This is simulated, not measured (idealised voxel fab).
process module | voxel self aligned contacts
cross-section cut | 200 nm wide | cells 5 nm
A cross-section is a grid of square cells, given in bands from the top down. A band is one or more rows of cells.
Each band's line starts with the height of the band's top and of its bottom, in nm. Then come its materials from left to right, each with its width in nm. One material with "throughout" fills the band from edge to edge. "air" is empty space.
Height 0 is the level under which the wafer as received is all one material. The lowest band goes on downwards, as in "0 down".
A width such as "30 to 40" changes by the same amount from each row of cells to the next, from the band's top row to its bottom row.
"no change" after a step means that no cell of the cross-section changed.
closed voids: empty space of 8 cells or more with no open way to the top, each as width x height at its distance from the left edge, in nm
after a step's settings: what the simulator itself notes on the step
overlay nm, on a step with a mask: how far to the right of its planned place the mask lay; to the left if negative
plan
1 op RECEIVE | material Si
2 op CONFORMAL_DEP | material SiO2 | thk nm 5
3 op DIRECTIONAL_DEP | material polySi | thk nm 25
4 op DIRECTIONAL_DEP | material SiN | thk nm 20
5 op DIRECTIONAL_DEP | material aC | thk nm 15
6 op PATTERN | tone cover | mask id GATE | material resist | width nm 35 | pitch nm 70 | thk nm 35 | overlay nm 0
7 op DIRECTIONAL_ETCH | etch materials aC | depth nm 15
8 op STRIP | etch materials resist
9 op DIRECTIONAL_ETCH | etch materials SiN | depth nm 20
10 op DIRECTIONAL_ETCH | etch materials polySi | depth nm 25
11 op STRIP | etch materials aC
12 op CONFORMAL_DEP | material SiN | thk nm 10
13 op DIRECTIONAL_ETCH | etch materials SiN | depth nm 10
14 op FILL_DEP | material SiO2 | thk nm 10
15 op CMP | height nm 55
16 op PATTERN | tone open | mask id CONTACT | material resist | width nm 55 | thk nm 15 | overlay nm 0
17 op DIRECTIONAL_ETCH | etch materials SiO2 | depth nm 55
18 op STRIP | etch materials resist
19 op CONFORMAL_DEP | material TiN | thk nm 5
20 op FILL_DEP | material W | thk nm 5
21 op CMP | height nm 55
22 op CONFORMAL_DEP | material SiN | thk nm 5
as received, after step 1
  0 down: Si throughout
  closed voids: none
first wafer at the end, as planned
  60 to 55: SiN throughout
  55 to 50: SiO2 70 | TiN 25 | W 5 | TiN 25 | SiO2 75
  50 to 30: SiO2 35 | SiN 55 | TiN 5 | W 5 | TiN 5 | SiN 55 | SiO2 40
  30 to 5: SiO2 35 | SiN 10 | polySi 35 | SiN 10 | TiN 5 | W 5 | TiN 5 | SiN 10 | polySi 35 | SiN 10 | SiO2 40
  5 to 0: SiO2 90 | TiN 15 | SiO2 95
  0 down: Si throughout
  closed voids: none
second wafer at the end: like start, like plan, one mistake
  60 to 55: SiN throughout
  55 to 50: SiO2 70 | TiN 25 | W 5 | TiN 25 | SiO2 75
  50 to 30: SiO2 35 | SiN 55 | TiN 5 | W 5 | TiN 5 | SiN 55 | SiO2 40
  30 to 5: SiO2 90 | TiN 5 | W 5 | TiN 5 | SiO2 95
  5 to 0: SiO2 90 | TiN 15 | SiO2 95
  0 down: Si throughout
  closed voids: none
what went wrong: step 3 ran as: op DIRECTIONAL_DEP | material SiO2 | thk nm 25
at the end the second wafer has, in cells: 40 fewer of SiN | 110 more of SiO2 | 70 fewer of polySi
